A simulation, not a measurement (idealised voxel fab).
You're looking at the process module voxel transistor to metal.
Section cut is 195 nm wide and gridded with 5 nm square cells.
A cross-section is written here as square cells arranged in a grid, and it is given in bands from the top down, each band taking up one or more rows of cells.
For a band, the entry starts with two heights in nm, that of the top and then that of the bottom, and carries on with the band's materials in order from left to right, each alongside its width in nm; the word "everywhere" beside a single material means it fills the band edge to edge, and "blank" means empty space.
Where do heights start? At 0: under that level the wafer as delivered is made of one material only. And the lowest band has no floor; it just carries on downward, as in "0 and below".
Width "30..40": first value at the band's top row of cells, second value at its bottom row, equal change from row to row.
You'll sometimes find "remains unaltered" written for a step, and that's the way of saying that nowhere in the cross-section did a cell change during that step.
The entry "Non-vented voids" lists the empty spaces that cover at least 8 cells and have no open path to the top. Each is written as width x height at distance, where the distance is measured from the left edge and all three values are in nm.
On each step's line, the part that comes after the settings is the simulator's own comment on the step.
overlay nm: mask offset rightward from planned place, masked step; negative means leftward offset.

Process steps (planned)
step 1: RECEIVE | material Si
step 2: OXIDIZE | depth nm 5
step 3: CONFORMAL_DEP | material SiN | thk nm 15
step 4: MASKED_ETCH | tone cover | mask id ACTIVE | width nm 105 | etch materials SiN | depth nm 15 | overlay nm 0
step 5: MASKED_ETCH | tone cover | mask id ACTIVE | width nm 105 | etch materials SiO2 | depth nm 5 | overlay nm 0
step 6: MASKED_ETCH | tone cover | mask id ACTIVE | width nm 105 | etch materials Si | depth nm 25 | overlay nm 0
step 7: FILL_DEP | material SiO2 | thk nm 15
step 8: CMP | height nm 15
step 9: SELECTIVE_ETCH | etch materials SiO2 | depth nm 5
step 10: STRIP | etch materials SiN
step 11: SELECTIVE_ETCH | etch materials SiO2 | depth nm 5
step 12: OXIDIZE | depth nm 5
step 13: DIRECTIONAL_DEP | material polySi | thk nm 25
step 14: DIRECTIONAL_DEP | material SiCN | thk nm 10
step 15: MASKED_ETCH | tone cover | mask id GATE | width nm 15 | etch materials SiCN | depth nm 20 | overlay nm 0
step 16: MASKED_ETCH | tone cover | mask id GATE | width nm 15 | etch materials polySi | depth nm 35 | overlay nm 0
step 17: CONFORMAL_DEP | material SiO2 | thk nm 5
step 18: DIRECTIONAL_ETCH | etch materials SiO2 | depth nm 5
step 19: CONFORMAL_DEP | material SiN | thk nm 5
step 20: DIRECTIONAL_ETCH | etch materials SiN | depth nm 5
step 21: DIRECTIONAL_ETCH | etch materials SiO2 | depth nm 5
step 22: DIRECTIONAL_ETCH | etch materials Si | depth nm 5
step 23: EPI | material SiGe | thk nm 10
step 24: FILL_DEP | material SiO2 | thk nm 5
step 25: CMP | height nm 30
step 26: DIRECTIONAL_DEP | material SiO2 | thk nm 10
step 27: DIRECTIONAL_DEP | material aC | thk nm 15
step 28: PATTERN | tone open | mask id CONTACT | material resist | width nm 35 | pitch nm 60 | thk nm 35 | overlay nm 0
step 29: DIRECTIONAL_ETCH | etch materials aC | depth nm 15
step 30: STRIP | etch materials resist
step 31: DIRECTIONAL_ETCH | etch materials SiO2 | depth nm 45
step 32: STRIP | etch materials aC
step 33: CONFORMAL_DEP | material TiN | thk nm 5
step 34: FILL_DEP | material Ru | thk nm 10
step 35: CMP | height nm 40
step 36: CONFORMAL_DEP | material SiN | thk nm 5
step 37: DIRECTIONAL_DEP | material lowk | thk nm 25
step 38: MASKED_ETCH | tone open | mask id METAL_1 | width nm 20 | pitch nm 75 | etch materials lowk | depth nm 25 | overlay nm 0
step 39: MASKED_ETCH | tone open | mask id METAL_1 | width nm 20 | pitch nm 75 | etch materials SiN | depth nm 5 | overlay nm 0
step 40: CONFORMAL_DEP | material TiN | thk nm 5
step 41: FILL_DEP | material W | thk nm 10
step 42: CMP | height nm 70
step 43: CONFORMAL_DEP | material SiCN | thk nm 5

First wafer out of two, processed as planned

As-received wafer cross-section (after step 1)
	0 and below = Si everywhere
	Non-vented voids: none

After step 2, in cross-section
	0 down to -5 = SiO2 everywhere
	below -5: unchanged

After step 3, in cross-section
	15 down to 0 = SiN everywhere
	below 0: unchanged

After step 4, in cross-section
	15 down to 0 = 45 blank, then 105 SiN, then 45 blank
	below 0: unchanged

After step 5, in cross-section
	15 down to 0 = 45 blank, then 105 SiN, then 45 blank
	0 down to -5 = 45 blank, then 105 SiO2, then 45 blank
	below -5: unchanged

After step 6, in cross-section
	15 down to 0 = 45 blank, then 105 SiN, then 45 blank
	0 down to -5 = 45 blank, then 105 SiO2, then 45 blank
	-5 down to -30 = 45 blank, then 105 Si, then 45 blank
	below -30: unchanged

After step 7, in cross-section
	30 down to 15 = SiO2 everywhere
	15 down to 0 = 45 SiO2, then 105 SiN, then 45 SiO2
	0 down to -5 = SiO2 everywhere
	-5 down to -30 = 45 SiO2, then 105 Si, then 45 SiO2
	below -30: unchanged

After step 8, in cross-section
	15 down to 0 = 45 SiO2, then 105 SiN, then 45 SiO2
	below 0: unchanged

After step 9, in cross-section
	15 down to 10 = 45 blank, then 105 SiN, then 45 blank
	below 10: unchanged

After step 10, in cross-section
	10 down to 0 = 45 SiO2, then 105 blank, then 45 SiO2
	below 0: unchanged

After step 11, in cross-section
	5 down to -5 = 40 SiO2, then 115 blank, then 40 SiO2
	below -5: unchanged

After step 12, in cross-section
	5 down to -5 = 40 SiO2, then 115 blank, then 40 SiO2
	-5 down to -10 = SiO2 everywhere
	below -10: unchanged

After step 13, in cross-section
	30 down to 20 = 40 polySi, then 115 blank, then 40 polySi
	20 down to 5 = polySi everywhere
	5 down to -5 = 40 SiO2, then 115 polySi, then 40 SiO2
	below -5: unchanged

After step 14, in cross-section
	40 down to 30 = 40 SiCN, then 115 blank, then 40 SiCN
	30 down to 20 = 40 polySi, then 115 SiCN, then 40 polySi
	below 20: unchanged

After step 15, in cross-section
	30 down to 20 = 40 polySi, then 50 blank, then 15 SiCN, then 50 blank, then 40 polySi
	below 20: unchanged

After step 16, in cross-section
	30 down to 20 = 90 blank, then 15 SiCN, then 90 blank
	20 down to 5 = 90 blank, then 15 polySi, then 90 blank
	5 down to -5 = 40 SiO2, then 50 blank, then 15 polySi, then 50 blank, then 40 SiO2
	below -5: unchanged

After step 17, in cross-section
	35 down to 30 = 85 blank, then 25 SiO2, then 85 blank
	30 down to 20 = 85 blank, then 5 SiO2, then 15 SiCN, then 5 SiO2, then 85 blank
	20 down to 10 = 85 blank, then 5 SiO2, then 15 polySi, then 5 SiO2, then 85 blank
	10 down to 0 = 45 SiO2, then 40 blank, then 5 SiO2, then 15 polySi, then 5 SiO2, then 40 blank, then 45 SiO2
	0 down to -5 = 90 SiO2, then 15 polySi, then 90 SiO2
	below -5: unchanged

After step 18, in cross-section
	30 down to 20 = 85 blank, then 5 SiO2, then 15 SiCN, then 5 SiO2, then 85 blank
	20 down to 5 = 85 blank, then 5 SiO2, then 15 polySi, then 5 SiO2, then 85 blank
	5 down to -5 = 45 SiO2, then 40 blank, then 5 SiO2, then 15 polySi, then 5 SiO2, then 40 blank, then 45 SiO2
	below -5: unchanged

After step 19, in cross-section
	35 down to 30 = 80 blank, then 35 SiN, then 80 blank
	30 down to 20 = 80 blank, then 5 SiN, then 5 SiO2, then 15 SiCN, then 5 SiO2, then 5 SiN, then 80 blank
	20 down to 10 = 80 blank, then 5 SiN, then 5 SiO2, then 15 polySi, then 5 SiO2, then 5 SiN, then 80 blank
	10 down to 5 = 50 SiN, then 30 blank, then 5 SiN, then 5 SiO2, then 15 polySi, then 5 SiO2, then 5 SiN, then 30 blank, then 50 SiN
	5 down to 0 = 45 SiO2, then 5 SiN, then 30 blank, then 5 SiN, then 5 SiO2, then 15 polySi, then 5 SiO2, then 5 SiN, then 30 blank, then 5 SiN, then 45 SiO2
	0 down to -5 = 45 SiO2, then 40 SiN, then 5 SiO2, then 15 polySi, then 5 SiO2, then 40 SiN, then 45 SiO2
	below -5: unchanged

After step 20, in cross-section
	30 down to 20 = 80 blank, then 5 SiN, then 5 SiO2, then 15 SiCN, then 5 SiO2, then 5 SiN, then 80 blank
	20 down to 5 = 80 blank, then 5 SiN, then 5 SiO2, then 15 polySi, then 5 SiO2, then 5 SiN, then 80 blank
	5 down to -5 = 45 SiO2, then 5 SiN, then 30 blank, then 5 SiN, then 5 SiO2, then 15 polySi, then 5 SiO2, then 5 SiN, then 30 blank, then 5 SiN, then 45 SiO2
	below -5: unchanged

After step 21, in cross-section
	30 down to 25 = 80 blank, then 5 SiN, then 5 blank, then 15 SiCN, then 5 blank, then 5 SiN, then 80 blank
	25 down to 20 = 80 blank, then 5 SiN, then 5 SiO2, then 15 SiCN, then 5 SiO2, then 5 SiN, then 80 blank
	20 down to 5 = 80 blank, then 5 SiN, then 5 SiO2, then 15 polySi, then 5 SiO2, then 5 SiN, then 80 blank
	5 down to 0 = 45 blank, then 5 SiN, then 30 blank, then 5 SiN, then 5 SiO2, then 15 polySi, then 5 SiO2, then 5 SiN, then 30 blank, then 5 SiN, then 45 blank
	0 down to -5 = 45 SiO2, then 5 SiN, then 30 blank, then 5 SiN, then 5 SiO2, then 15 polySi, then 5 SiO2, then 5 SiN, then 30 blank, then 5 SiN, then 45 SiO2
	-5 down to -10 = 50 SiO2, then 30 blank, then 35 SiO2, then 30 blank, then 50 SiO2
	below -10: unchanged

After step 22, in cross-section
	30 down to 25 = 80 blank, then 5 SiN, then 5 blank, then 15 SiCN, then 5 blank, then 5 SiN, then 80 blank
	25 down to 20 = 80 blank, then 5 SiN, then 5 SiO2, then 15 SiCN, then 5 SiO2, then 5 SiN, then 80 blank
	20 down to 5 = 80 blank, then 5 SiN, then 5 SiO2, then 15 polySi, then 5 SiO2, then 5 SiN, then 80 blank
	5 down to 0 = 45 blank, then 5 SiN, then 30 blank, then 5 SiN, then 5 SiO2, then 15 polySi, then 5 SiO2, then 5 SiN, then 30 blank, then 5 SiN, then 45 blank
	0 down to -5 = 45 SiO2, then 5 SiN, then 30 blank, then 5 SiN, then 5 SiO2, then 15 polySi, then 5 SiO2, then 5 SiN, then 30 blank, then 5 SiN, then 45 SiO2
	-5 down to -10 = 50 SiO2, then 30 blank, then 35 SiO2, then 30 blank, then 50 SiO2
	-10 down to -15 = 45 SiO2, then 5 Si, then 30 blank, then 35 Si, then 30 blank, then 5 Si, then 45 SiO2
	below -15: unchanged

After step 23, in cross-section
	30 down to 25 = 80 blank, then 5 SiN, then 5 blank, then 15 SiCN, then 5 blank, then 5 SiN, then 80 blank
	25 down to 20 = 80 blank, then 5 SiN, then 5 SiO2, then 15 SiCN, then 5 SiO2, then 5 SiN, then 80 blank
	20 down to 5 = 80 blank, then 5 SiN, then 5 SiO2, then 15 polySi, then 5 SiO2, then 5 SiN, then 80 blank
	5 down to 0 = 45 blank, then 5 SiN, then 30 blank, then 5 SiN, then 5 SiO2, then 15 polySi, then 5 SiO2, then 5 SiN, then 30 blank, then 5 SiN, then 45 blank
	0 down to -5 = 45 SiO2, then 5 SiN, then 10 SiGe, then 10 blank, then 10 SiGe, then 5 SiN, then 5 SiO2, then 15 polySi, then 5 SiO2, then 5 SiN, then 10 SiGe, then 10 blank, then 10 SiGe, then 5 SiN, then 45 SiO2
	-5 down to -10 = 50 SiO2, then 30 SiGe, then 35 SiO2, then 30 SiGe, then 50 SiO2
	-10 down to -15 = 45 SiO2, then 5 Si, then 30 SiGe, then 35 Si, then 30 SiGe, then 5 Si, then 45 SiO2
	below -15: unchanged

After step 24, in cross-section
	35 down to 30 = SiO2 everywhere
	30 down to 20 = 80 SiO2, then 5 SiN, then 5 SiO2, then 15 SiCN, then 5 SiO2, then 5 SiN, then 80 SiO2
	20 down to 5 = 80 SiO2, then 5 SiN, then 5 SiO2, then 15 polySi, then 5 SiO2, then 5 SiN, then 80 SiO2
	5 down to 0 = 45 SiO2, then 5 SiN, then 30 SiO2, then 5 SiN, then 5 SiO2, then 15 polySi, then 5 SiO2, then 5 SiN, then 30 SiO2, then 5 SiN, then 45 SiO2
	0 down to -5 = 45 SiO2, then 5 SiN, then 10 SiGe, then 10 SiO2, then 10 SiGe, then 5 SiN, then 5 SiO2, then 15 polySi, then 5 SiO2, then 5 SiN, then 10 SiGe, then 10 SiO2, then 10 SiGe, then 5 SiN, then 45 SiO2
	below -5: unchanged

After step 25, in cross-section
	30 down to 20 = 80 SiO2, then 5 SiN, then 5 SiO2, then 15 SiCN, then 5 SiO2, then 5 SiN, then 80 SiO2
	below 20: unchanged

After step 26, in cross-section
	40 down to 30 = SiO2 everywhere
	below 30: unchanged

After step 27, in cross-section
	55 down to 40 = aC everywhere
	below 40: unchanged

After step 28, in cross-section
	90 down to 55 = 50 resist, then 35 blank, then 25 resist, then 35 blank, then 50 resist
	below 55: unchanged

After step 29, in cross-section
	75 down to 55 = 50 resist, then 35 blank, then 25 resist, then 35 blank, then 50 resist
	55 down to 40 = 50 aC, then 35 blank, then 25 aC, then 35 blank, then 50 aC
	below 40: unchanged

After step 30, in cross-section
	55 down to 40 = 50 aC, then 35 blank, then 25 aC, then 35 blank, then 50 aC
	below 40: unchanged

After step 31, in cross-section
	55 down to 40 = 50 aC, then 35 blank, then 25 aC, then 35 blank, then 50 aC
	40 down to 30 = 50 SiO2, then 35 blank, then 25 SiO2, then 35 blank, then 50 SiO2
	30 down to 20 = 50 SiO2, then 30 blank, then 5 SiN, then 5 SiO2, then 15 SiCN, then 5 SiO2, then 5 SiN, then 30 blank, then 50 SiO2
	20 down to 5 = 50 SiO2, then 30 blank, then 5 SiN, then 5 SiO2, then 15 polySi, then 5 SiO2, then 5 SiN, then 30 blank, then 50 SiO2
	5 down to 0 = 45 SiO2, then 5 SiN, then 30 blank, then 5 SiN, then 5 SiO2, then 15 polySi, then 5 SiO2, then 5 SiN, then 30 blank, then 5 SiN, then 45 SiO2
	0 down to -5 = 45 SiO2, then 5 SiN, then 10 SiGe, then 10 blank, then 10 SiGe, then 5 SiN, then 5 SiO2, then 15 polySi, then 5 SiO2, then 5 SiN, then 10 SiGe, then 10 blank, then 10 SiGe, then 5 SiN, then 45 SiO2
	below -5: unchanged

After step 32, in cross-section
	40 down to 30 = 50 SiO2, then 35 blank, then 25 SiO2, then 35 blank, then 50 SiO2
	below 30: unchanged

After step 33, in cross-section
	45 down to 40 = 55 TiN, then 25 blank, then 35 TiN, then 25 blank, then 55 TiN
	40 down to 30 = 50 SiO2, then 5 TiN, then 25..20 blank, then 5..10 TiN, then 25 SiO2, then 5..10 TiN, then 25..20 blank, then 5 TiN, then 50 SiO2
	30 down to 20 = 50 SiO2, then 5 TiN, then 20 blank, then 5 TiN, then 5 SiN, then 5 SiO2, then 15 SiCN, then 5 SiO2, then 5 SiN, then 5 TiN, then 20 blank, then 5 TiN, then 50 SiO2
	20 down to 5 = 50 SiO2, then 5 TiN, then 20 blank, then 5 TiN, then 5 SiN, then 5 SiO2, then 15 polySi, then 5 SiO2, then 5 SiN, then 5 TiN, then 20 blank, then 5 TiN, then 50 SiO2
	5 down to 0 = 45 SiO2, then 5 SiN, then 30 TiN, then 5 SiN, then 5 SiO2, then 15 polySi, then 5 SiO2, then 5 SiN, then 30 TiN, then 5 SiN, then 45 SiO2
	0 down to -5 = 45 SiO2, then 5 SiN, then 10 SiGe, then 10 TiN, then 10 SiGe, then 5 SiN, then 5 SiO2, then 15 polySi, then 5 SiO2, then 5 SiN, then 10 SiGe, then 10 TiN, then 10 SiGe, then 5 SiN, then 45 SiO2
	below -5: unchanged

After step 34, in cross-section
	55 down to 45 = Ru everywhere
	45 down to 40 = 55 TiN, then 25 Ru, then 35 TiN, then 25 Ru, then 55 TiN
	40 down to 30 = 50 SiO2, then 5 TiN, then 25..20 Ru, then 5..10 TiN, then 25 SiO2, then 5..10 TiN, then 25..20 Ru, then 5 TiN, then 50 SiO2
	30 down to 20 = 50 SiO2, then 5 TiN, then 20 Ru, then 5 TiN, then 5 SiN, then 5 SiO2, then 15 SiCN, then 5 SiO2, then 5 SiN, then 5 TiN, then 20 Ru, then 5 TiN, then 50 SiO2
	20 down to 5 = 50 SiO2, then 5 TiN, then 20 Ru, then 5 TiN, then 5 SiN, then 5 SiO2, then 15 polySi, then 5 SiO2, then 5 SiN, then 5 TiN, then 20 Ru, then 5 TiN, then 50 SiO2
	below 5: unchanged

After step 35, in cross-section
	40 down to 30 = 50 SiO2, then 5 TiN, then 25..20 Ru, then 5..10 TiN, then 25 SiO2, then 5..10 TiN, then 25..20 Ru, then 5 TiN, then 50 SiO2
	below 30: unchanged

After step 36, in cross-section
	45 down to 40 = SiN everywhere
	below 40: unchanged

After step 37, in cross-section
	70 down to 45 = lowk everywhere
	below 45: unchanged

After step 38, in cross-section
	70 down to 45 = 50 lowk, then 20 blank, then 55 lowk, then 20 blank, then 50 lowk
	below 45: unchanged

After step 39, in cross-section
	70 down to 45 = 50 lowk, then 20 blank, then 55 lowk, then 20 blank, then 50 lowk
	45 down to 40 = 50 SiN, then 20 blank, then 55 SiN, then 20 blank, then 50 SiN
	below 40: unchanged

After step 40, in cross-section
	75 down to 70 = 55 TiN, then 10 blank, then 65 TiN, then 10 blank, then 55 TiN
	70 down to 45 = 50 lowk, then 5 TiN, then 10 blank, then 5 TiN, then 55 lowk, then 5 TiN, then 10 blank, then 5 TiN, then 50 lowk
	45 down to 40 = 50 SiN, then 20 TiN, then 55 SiN, then 20 TiN, then 50 SiN
	below 40: unchanged

After step 41, in cross-section
	85 down to 75 = W everywhere
	75 down to 70 = 55 TiN, then 10 W, then 65 TiN, then 10 W, then 55 TiN
	70 down to 45 = 50 lowk, then 5 TiN, then 10 W, then 5 TiN, then 55 lowk, then 5 TiN, then 10 W, then 5 TiN, then 50 lowk
	below 45: unchanged

After step 42, in cross-section
	70 down to 45 = 50 lowk, then 5 TiN, then 10 W, then 5 TiN, then 55 lowk, then 5 TiN, then 10 W, then 5 TiN, then 50 lowk
	below 45: unchanged

After step 43, in cross-section
	75 down to 70 = SiCN everywhere
	below 70: unchanged

What follows concerns the second wafer, which started out like the first and was meant to follow the very same plan; one mistake crept in when it was run, but everything up to and including step 18 is the same as for the first wafer

What the second wafer looks like in cross-section when step 19 should have wrapped up: remains unaltered

What the second wafer looks like in cross-section when step 20 should have wrapped up: remains unaltered

What the second wafer looks like in cross-section when step 21 should have wrapped up
	30 down to 25 = 90 blank, then 15 SiCN, then 90 blank
	25 down to 20 = 85 blank, then 5 SiO2, then 15 SiCN, then 5 SiO2, then 85 blank
	20 down to 0 = 85 blank, then 5 SiO2, then 15 polySi, then 5 SiO2, then 85 blank
	0 down to -5 = 45 SiO2, then 40 blank, then 5 SiO2, then 15 polySi, then 5 SiO2, then 40 blank, then 45 SiO2
	-5 down to -10 = 45 SiO2, then 40 blank, then 25 SiO2, then 40 blank, then 45 SiO2
	below -10: unchanged

What the second wafer looks like in cross-section when step 22 should have wrapped up
	30 down to 25 = 90 blank, then 15 SiCN, then 90 blank
	25 down to 20 = 85 blank, then 5 SiO2, then 15 SiCN, then 5 SiO2, then 85 blank
	20 down to 0 = 85 blank, then 5 SiO2, then 15 polySi, then 5 SiO2, then 85 blank
	0 down to -5 = 45 SiO2, then 40 blank, then 5 SiO2, then 15 polySi, then 5 SiO2, then 40 blank, then 45 SiO2
	-5 down to -10 = 45 SiO2, then 40 blank, then 25 SiO2, then 40 blank, then 45 SiO2
	-10 down to -15 = 45 SiO2, then 40 blank, then 25 Si, then 40 blank, then 45 SiO2
	below -15: unchanged

What the second wafer looks like in cross-section when step 23 should have wrapped up
	30 down to 25 = 90 blank, then 15 SiCN, then 90 blank
	25 down to 20 = 85 blank, then 5 SiO2, then 15 SiCN, then 5 SiO2, then 85 blank
	20 down to 0 = 85 blank, then 5 SiO2, then 15 polySi, then 5 SiO2, then 85 blank
	0 down to -5 = 45 SiO2, then 30 blank, then 10 SiGe, then 5 SiO2, then 15 polySi, then 5 SiO2, then 10 SiGe, then 30 blank, then 45 SiO2
	-5 down to -10 = 45 SiO2, then 40 SiGe, then 25 SiO2, then 40 SiGe, then 45 SiO2
	-10 down to -15 = 45 SiO2, then 40 SiGe, then 25 Si, then 40 SiGe, then 45 SiO2
	below -15: unchanged

What the second wafer looks like in cross-section when step 24 should have wrapped up
	35 down to 30 = SiO2 everywhere
	30 down to 20 = 90 SiO2, then 15 SiCN, then 90 SiO2
	20 down to 0 = 90 SiO2, then 15 polySi, then 90 SiO2
	0 down to -5 = 75 SiO2, then 10 SiGe, then 5 SiO2, then 15 polySi, then 5 SiO2, then 10 SiGe, then 75 SiO2
	below -5: unchanged

What the second wafer looks like in cross-section when step 25 should have wrapped up
	30 down to 20 = 90 SiO2, then 15 SiCN, then 90 SiO2
	below 20: unchanged

What the second wafer looks like in cross-section when step 26 should have wrapped up
	40 down to 30 = SiO2 everywhere
	below 30: unchanged

What the second wafer looks like in cross-section when step 27 should have wrapped up
	55 down to 40 = aC everywhere
	below 40: unchanged

What the second wafer looks like in cross-section when step 28 should have wrapped up
	90 down to 55 = 50 resist, then 35 blank, then 25 resist, then 35 blank, then 50 resist
	below 55: unchanged

What the second wafer looks like in cross-section when step 29 should have wrapped up
	75 down to 55 = 50 resist, then 35 blank, then 25 resist, then 35 blank, then 50 resist
	55 down to 40 = 50 aC, then 35 blank, then 25 aC, then 35 blank, then 50 aC
	below 40: unchanged

What the second wafer looks like in cross-section when step 30 should have wrapped up
	55 down to 40 = 50 aC, then 35 blank, then 25 aC, then 35 blank, then 50 aC
	below 40: unchanged

What the second wafer looks like in cross-section when step 31 should have wrapped up
	55 down to 40 = 50 aC, then 35 blank, then 25 aC, then 35 blank, then 50 aC
	40 down to 30 = 50 SiO2, then 35 blank, then 25 SiO2, then 35 blank, then 50 SiO2
	30 down to 20 = 50 SiO2, then 35 blank, then 5 SiO2, then 15 SiCN, then 5 SiO2, then 35 blank, then 50 SiO2
	20 down to 0 = 50 SiO2, then 35 blank, then 5 SiO2, then 15 polySi, then 5 SiO2, then 35 blank, then 50 SiO2
	0 down to -5 = 50 SiO2, then 25 blank, then 10 SiGe, then 5 SiO2, then 15 polySi, then 5 SiO2, then 10 SiGe, then 25 blank, then 50 SiO2
	below -5: unchanged

What the second wafer looks like in cross-section when step 32 should have wrapped up
	40 down to 30 = 50 SiO2, then 35 blank, then 25 SiO2, then 35 blank, then 50 SiO2
	below 30: unchanged

What the second wafer looks like in cross-section when step 33 should have wrapped up
	45 down to 40 = 55 TiN, then 25 blank, then 35 TiN, then 25 blank, then 55 TiN
	40 down to 30 = 50 SiO2, then 5 TiN, then 25 blank, then 5 TiN, then 25 SiO2, then 5 TiN, then 25 blank, then 5 TiN, then 50 SiO2
	30 down to 20 = 50 SiO2, then 5 TiN, then 25 blank, then 5 TiN, then 5 SiO2, then 15 SiCN, then 5 SiO2, then 5 TiN, then 25 blank, then 5 TiN, then 50 SiO2
	20 down to 5 = 50 SiO2, then 5 TiN, then 25 blank, then 5 TiN, then 5 SiO2, then 15 polySi, then 5 SiO2, then 5 TiN, then 25 blank, then 5 TiN, then 50 SiO2
	5 down to 0 = 50 SiO2, then 5 TiN, then 15 blank, then 15 TiN, then 5 SiO2, then 15 polySi, then 5 SiO2, then 15 TiN, then 15 blank, then 5 TiN, then 50 SiO2
	0 down to -5 = 50 SiO2, then 25 TiN, then 10 SiGe, then 5 SiO2, then 15 polySi, then 5 SiO2, then 10 SiGe, then 25 TiN, then 50 SiO2
	below -5: unchanged

What the second wafer looks like in cross-section when step 34 should have wrapped up
	55 down to 45 = Ru everywhere
	45 down to 40 = 55 TiN, then 25 Ru, then 35 TiN, then 25 Ru, then 55 TiN
	40 down to 30 = 50 SiO2, then 5 TiN, then 25 Ru, then 5 TiN, then 25 SiO2, then 5 TiN, then 25 Ru, then 5 TiN, then 50 SiO2
	30 down to 20 = 50 SiO2, then 5 TiN, then 25 Ru, then 5 TiN, then 5 SiO2, then 15 SiCN, then 5 SiO2, then 5 TiN, then 25 Ru, then 5 TiN, then 50 SiO2
	20 down to 5 = 50 SiO2, then 5 TiN, then 25 Ru, then 5 TiN, then 5 SiO2, then 15 polySi, then 5 SiO2, then 5 TiN, then 25 Ru, then 5 TiN, then 50 SiO2
	5 down to 0 = 50 SiO2, then 5 TiN, then 15 Ru, then 15 TiN, then 5 SiO2, then 15 polySi, then 5 SiO2, then 15 TiN, then 15 Ru, then 5 TiN, then 50 SiO2
	below 0: unchanged

What the second wafer looks like in cross-section when step 35 should have wrapped up
	40 down to 30 = 50 SiO2, then 5 TiN, then 25 Ru, then 5 TiN, then 25 SiO2, then 5 TiN, then 25 Ru, then 5 TiN, then 50 SiO2
	below 30: unchanged

What the second wafer looks like in cross-section when step 36 should have wrapped up
	45 down to 40 = SiN everywhere
	below 40: unchanged

What the second wafer looks like in cross-section when step 37 should have wrapped up
	70 down to 45 = lowk everywhere
	below 45: unchanged

What the second wafer looks like in cross-section when step 38 should have wrapped up
	70 down to 45 = 50 lowk, then 20 blank, then 55 lowk, then 20 blank, then 50 lowk
	below 45: unchanged

What the second wafer looks like in cross-section when step 39 should have wrapped up
	70 down to 45 = 50 lowk, then 20 blank, then 55 lowk, then 20 blank, then 50 lowk
	45 down to 40 = 50 SiN, then 20 blank, then 55 SiN, then 20 blank, then 50 SiN
	below 40: unchanged

What the second wafer looks like in cross-section when step 40 should have wrapped up
	75 down to 70 = 55 TiN, then 10 blank, then 65 TiN, then 10 blank, then 55 TiN
	70 down to 45 = 50 lowk, then 5 TiN, then 10 blank, then 5 TiN, then 55 lowk, then 5 TiN, then 10 blank, then 5 TiN, then 50 lowk
	45 down to 40 = 50 SiN, then 20 TiN, then 55 SiN, then 20 TiN, then 50 SiN
	below 40: unchanged

What the second wafer looks like in cross-section when step 41 should have wrapped up
	85 down to 75 = W everywhere
	75 down to 70 = 55 TiN, then 10 W, then 65 TiN, then 10 W, then 55 TiN
	70 down to 45 = 50 lowk, then 5 TiN, then 10 W, then 5 TiN, then 55 lowk, then 5 TiN, then 10 W, then 5 TiN, then 50 lowk
	below 45: unchanged

What the second wafer looks like in cross-section when step 42 should have wrapped up
	70 down to 45 = 50 lowk, then 5 TiN, then 10 W, then 5 TiN, then 55 lowk, then 5 TiN, then 10 W, then 5 TiN, then 50 lowk
	below 45: unchanged

What the second wafer looks like in cross-section when step 43 should have wrapped up
	75 down to 70 = SiCN everywhere
	below 70: unchanged
Deviation noted in wafer processing: step 19 of the plan: omitted, not performed
Final wafer comparison in cells, second versus first, more or fewer per material: +18 Ru; -4 Si; +4 SiGe; -18 SiN
